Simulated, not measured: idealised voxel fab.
The process module that follows is named voxel wiring stack.
Square cell edge 5 nm, section width 240 nm, ID cut.
Cross-section = grid of square cells, listed top down in bands; band = one or more rows.
In this notation a band is specified by the heights of its top and bottom, in that order and in nm, after which its materials appear from left to right, each paired with its width in nm. The word "all across" attached to a single material means that material fills the band from edge to edge; the word "blank" stands for empty space.
The reference from which all heights are counted is 0, the level beneath which the as-received wafer is entirely one material; the lowest band, having no lower bound, proceeds downward and is written after the example "z 0 and below".
The two numbers in a width such as "30 to 40" mark its ends across the band: the first belongs to the top row of cells, the second to the bottom row, and from each row to the next the width moves by the same amount.
Step note "no change occurred" = no cross-section cell changed.
The entry titled "Enclosed void list" provides the empty spaces that have no open way to the top, restricted to those of 8 cells or more. Each is presented as width x height at distance, the distance being measured from the left edge, with all three in nm.
On a step's line, text after the settings is the simulator commenting on that step.
overlay nm: mask offset rightward from planned place, masked step; negative means leftward offset.
The steps planned for the process are as follows:
1,RECEIVE [material Si]
2,CONFORMAL_DEP [material SiO2] [thk nm 15]
3,CONFORMAL_DEP [material SiCN] [thk nm 5]
4,DIRECTIONAL_DEP [material lowk] [thk nm 20]
5,PATTERN [tone open] [mask id METAL_1] [material resist] [width nm 20] [pitch nm 45] [thk nm 15] [overlay nm 0]
6,DIRECTIONAL_ETCH [etch materials lowk] [depth nm 20]
7,DIRECTIONAL_ETCH [etch materials SiCN] [depth nm 5]
8,STRIP [etch materials resist]
9,CONFORMAL_DEP [material TiN] [thk nm 5]
10,FILL_DEP [material Cu] [thk nm 10]
11,CMP [height nm 40]
12,EPI [material Ru] [thk nm 5]
13,FILL_DEP [material SiCN] [thk nm 5]
14,DIRECTIONAL_DEP [material SiO2] [thk nm 25]
15,MASKED_ETCH [tone open] [mask id METAL_2] [width nm 20] [pitch nm 45] [etch materials SiO2] [depth nm 15] [overlay nm 0]
16,PATTERN [tone open] [mask id METAL_2_HOLES] [material resist] [width nm 15] [pitch nm 45] [thk nm 20] [overlay nm 0]
17,DIRECTIONAL_ETCH [etch materials SiO2] [depth nm 10]
18,DIRECTIONAL_ETCH [etch materials SiCN] [depth nm 5]
19,STRIP [etch materials resist]
20,CONFORMAL_DEP [material TiN] [thk nm 5]
21,FILL_DEP [material Cu] [thk nm 10]
22,CMP [height nm 75]
23,CONFORMAL_DEP [material SiCN] [thk nm 5]
24,DIRECTIONAL_DEP [material SiO2] [thk nm 30]
25,PATTERN [tone open] [mask id METAL_3] [material resist] [width nm 20] [pitch nm 45] [thk nm 20] [overlay nm 0]
26,DIRECTIONAL_ETCH [etch materials SiO2] [depth nm 20]
27,STRIP [etch materials resist]
28,MASKED_ETCH [tone open] [mask id METAL_3_HOLES] [width nm 15] [pitch nm 45] [etch materials SiO2] [depth nm 10] [overlay nm 0]
29,MASKED_ETCH [tone open] [mask id METAL_3_HOLES] [width nm 15] [pitch nm 45] [etch materials SiCN] [depth nm 5] [overlay nm 0]
30,CONFORMAL_DEP [material TiN] [thk nm 5]
31,FILL_DEP [material Cu] [thk nm 10]
32,CMP [height nm 110]
33,CONFORMAL_DEP [material SiCN] [thk nm 5]
As-received wafer cross-section (after step 1):
z 0 and below  Si all across
Enclosed void list: none
Wafer cross-section at module end: first of two, run to plan:
z 115 to 110  SiCN all across
z 110 to 95  65 nm SiO2  5 nm TiN  10 nm Cu  5 nm TiN  25 nm SiO2  5 nm TiN  10 nm Cu  5 nm TiN  25 nm SiO2  5 nm TiN  10 nm Cu  5 nm TiN  65 nm SiO2
z 95 to 90  65 nm SiO2  5 nm TiN  5 nm Cu  10 nm TiN  25 nm SiO2  5 nm TiN  5 nm Cu  10 nm TiN  25 nm SiO2  5 nm TiN  5 nm Cu  10 nm TiN  65 nm SiO2
z 90 to 80  65 nm SiO2  5 nm TiN  5 nm Cu  5 nm TiN  30 nm SiO2  5 nm TiN  5 nm Cu  5 nm TiN  30 nm SiO2  5 nm TiN  5 nm Cu  5 nm TiN  70 nm SiO2
z 80 to 75  65 nm SiCN  15 nm TiN  30 nm SiCN  15 nm TiN  30 nm SiCN  15 nm TiN  70 nm SiCN
z 75 to 65  65 nm SiO2  5 nm TiN  10 nm Cu  5 nm TiN  25 nm SiO2  5 nm TiN  10 nm Cu  5 nm TiN  25 nm SiO2  5 nm TiN  10 nm Cu  5 nm TiN  65 nm SiO2
z 65 to 60  65 nm SiO2  5 nm TiN  5 nm Cu  10 nm TiN  25 nm SiO2  5 nm TiN  5 nm Cu  10 nm TiN  25 nm SiO2  5 nm TiN  5 nm Cu  10 nm TiN  65 nm SiO2
z 60 to 50  65 nm SiO2  5 nm TiN  5 nm Cu  5 nm TiN  30 nm SiO2  5 nm TiN  5 nm Cu  5 nm TiN  30 nm SiO2  5 nm TiN  5 nm Cu  5 nm TiN  70 nm SiO2
z 50 to 45  65 nm SiCN  15 nm TiN  30 nm SiCN  15 nm TiN  30 nm SiCN  15 nm TiN  70 nm SiCN
z 45 to 40  60 nm SiCN  30 nm Ru  15 nm SiCN  30 nm Ru  15 nm SiCN  30 nm Ru  60 nm SiCN
z 40 to 20  65 nm lowk  5 nm TiN  10 nm Cu  5 nm TiN  25 nm lowk  5 nm TiN  10 nm Cu  5 nm TiN  25 nm lowk  5 nm TiN  10 nm Cu  5 nm TiN  65 nm lowk
z 20 to 15  65 nm SiCN  20 nm TiN  25 nm SiCN  20 nm TiN  25 nm SiCN  20 nm TiN  65 nm SiCN
z 15 to 0  SiO2 all across
z 0 and below  Si all across
Enclosed void list: none
Second of two wafers, module complete, sectioned: it shares the first wafer's start and plan but was run with one mistake:
z 115 to 110  SiCN all across
z 110 to 100  65 nm SiO2  5 to 10 nm TiN  10 to 5 nm Cu  5 nm TiN  25 nm SiO2  5 to 10 nm TiN  10 to 5 nm Cu  5 nm TiN  25 nm SiO2  5 to 10 nm TiN  10 to 5 nm Cu  5 nm TiN  65 nm SiO2
z 100 to 95  70 nm SiO2  5 nm TiN  5 nm Cu  5 nm TiN  30 nm SiO2  5 nm TiN  5 nm Cu  5 nm TiN  30 nm SiO2  5 nm TiN  5 nm Cu  5 nm TiN  65 nm SiO2
z 95 to 90  70 nm SiO2  15 nm TiN  30 nm SiO2  15 nm TiN  30 nm SiO2  15 nm TiN  65 nm SiO2
z 90 to 80  70 nm SiO2  10 nm TiN  35 nm SiO2  10 nm TiN  35 nm SiO2  10 nm TiN  70 nm SiO2
z 80 to 75  70 nm SiCN  10 nm TiN  35 nm SiCN  10 nm TiN  35 nm SiCN  10 nm TiN  70 nm SiCN
z 75 to 65  65 nm SiO2  5 nm TiN  10 nm Cu  5 nm TiN  25 nm SiO2  5 nm TiN  10 nm Cu  5 nm TiN  25 nm SiO2  5 nm TiN  10 nm Cu  5 nm TiN  65 nm SiO2
z 65 to 60  65 nm SiO2  5 nm TiN  5 nm Cu  10 nm TiN  25 nm SiO2  5 nm TiN  5 nm Cu  10 nm TiN  25 nm SiO2  5 nm TiN  5 nm Cu  10 nm TiN  65 nm SiO2
z 60 to 50  65 nm SiO2  5 nm TiN  5 nm Cu  5 nm TiN  30 nm SiO2  5 nm TiN  5 nm Cu  5 nm TiN  30 nm SiO2  5 nm TiN  5 nm Cu  5 nm TiN  70 nm SiO2
z 50 to 45  65 nm SiCN  15 nm TiN  30 nm SiCN  15 nm TiN  30 nm SiCN  15 nm TiN  70 nm SiCN
z 45 to 40  60 nm SiCN  30 nm Ru  15 nm SiCN  30 nm Ru  15 nm SiCN  30 nm Ru  60 nm SiCN
z 40 to 20  65 nm lowk  5 nm TiN  10 nm Cu  5 nm TiN  25 nm lowk  5 nm TiN  10 nm Cu  5 nm TiN  25 nm lowk  5 nm TiN  10 nm Cu  5 nm TiN  65 nm lowk
z 20 to 15  65 nm SiCN  20 nm TiN  25 nm SiCN  20 nm TiN  25 nm SiCN  20 nm TiN  65 nm SiCN
z 15 to 0  SiO2 all across
z 0 and below  Si all across
Enclosed void list: none
Want to know what went wrong? step 25: run off-plan, actual operation and settings PATTERN [tone open] [mask id METAL_3] [material resist] [width nm 15] [pitch nm 45] [thk nm 20] [overlay nm 0]
Materials where the second wafer ends with more or fewer cells than the first: Cu -15, SiCN +3, SiO2 +12
